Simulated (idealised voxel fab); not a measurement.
A process module follows: voxel self aligned contacts.
Section cut is 205 nm wide and gridded with 5 nm square cells.
Bands, listed from the top down, are how a cross-section gets written in this document; the cross-section itself is a grid of square cells, and a band is one or more rows of them. Basically the band line says how high the top is and how high the bottom is, in nm, and then what's in it from left to right, every material with its width in nm. Empty space shows up as "blank", and if a single material carries "edge to edge" it runs the full band edge to edge. Height reference: 0 = level under which incoming wafer is all one material. Lowest band: no bottom, runs on downward, e.g. "0 nm and below". Top row gets the first number, bottom row gets the second, and each row in between changes by the same step: that is how a band width like "30 to 40" works. Where the words "nothing different" appear for a step, the cross-section shows no cell changed by that step; every cell remained as before. In the "Closed internal voids" entry, you get each enclosed empty space of 8 cells or more, one with no open way to the top, written width x height at distance, distance from the left edge, in nm. The remark found on a step's line after its settings is issued by the simulator itself and pertains to that step. overlay nm: for a step with a mask, the amount by which the mask lay right of where it was planned; a negative amount means left of it.

STEPS PLANNED FOR THE PROCESS
- 1: RECEIVE: material Si
- 2: CONFORMAL_DEP: material SiO2, thk nm 5
- 3: DIRECTIONAL_DEP: material polySi, thk nm 25
- 4: DIRECTIONAL_DEP: material SiN, thk nm 20
- 5: PATTERN: tone cover, mask id GATE, material resist, width nm 25, pitch nm 50, thk nm 15, overlay nm 0
- 6: DIRECTIONAL_ETCH: etch materials SiN, depth nm 20
- 7: DIRECTIONAL_ETCH: etch materials polySi, depth nm 25
- 8: STRIP: etch materials resist
- 9: CONFORMAL_DEP: material SiN, thk nm 5
- 10: DIRECTIONAL_ETCH: etch materials SiN, depth nm 5
- 11: FILL_DEP: material SiO2, thk nm 20
- 12: CMP: height nm 60
- 13: DIRECTIONAL_DEP: material aC, thk nm 15
- 14: PATTERN: tone open, mask id CONTACT, material resist, width nm 35, pitch nm 50, thk nm 30, overlay nm 0
- 15: DIRECTIONAL_ETCH: etch materials aC, depth nm 15
- 16: STRIP: etch materials resist
- 17: DIRECTIONAL_ETCH: etch materials SiO2, depth nm 60
- 18: STRIP: etch materials aC
- 19: CONFORMAL_DEP: material TiN, thk nm 5
- 20: FILL_DEP: material W, thk nm 5
- 21: CMP: height nm 60
- 22: CONFORMAL_DEP: material SiN, thk nm 5

CROSS-SECTION OF THE WAFER UPON ARRIVAL, REPRESENTING THE STATE REACHED AFTER STEP 1
    0 nm and below  Si edge to edge
    Closed internal voids: none

THE PLAN ABOVE WAS CARRIED OUT ON THE STARTING STRUCTURE ABOVE WITH ONE MISTAKE, AND THIS CROSS-SECTION SHOWS THE WAFER AT THE END OF THE MODULE
    65 nm to 60 nm  SiN edge to edge
    60 nm to 50 nm  SiO2 60; TiN 5; W 25; TiN 5; SiO2 15; TiN 5; W 25; TiN 5; SiO2 60
    50 nm to 45 nm  SiO2 60; TiN 15; W 5; TiN 15; SiO2 15; TiN 15; W 5; TiN 15; SiO2 60
    45 nm to 25 nm  SiO2 35; SiN 35; TiN 5; W 5; TiN 5; SiN 35; TiN 5; W 5; TiN 5; SiN 35; SiO2 35
    25 nm to 5 nm  SiO2 35; SiN 5; polySi 25; SiN 5; TiN 5; W 5; TiN 5; SiN 5; polySi 25; SiN 5; TiN 5; W 5; TiN 5; SiN 5; polySi 25; SiN 5; SiO2 35
    5 nm to 0 nm  SiO2 35; SiN 5; polySi 25; SiN 5; TiN 15; SiN 5; polySi 25; SiN 5; TiN 15; SiN 5; polySi 25; SiN 5; SiO2 35
    0 nm and below  Si edge to edge
    Closed internal voids: none
Diagnosis: plan step 2 was not performed, having been skipped
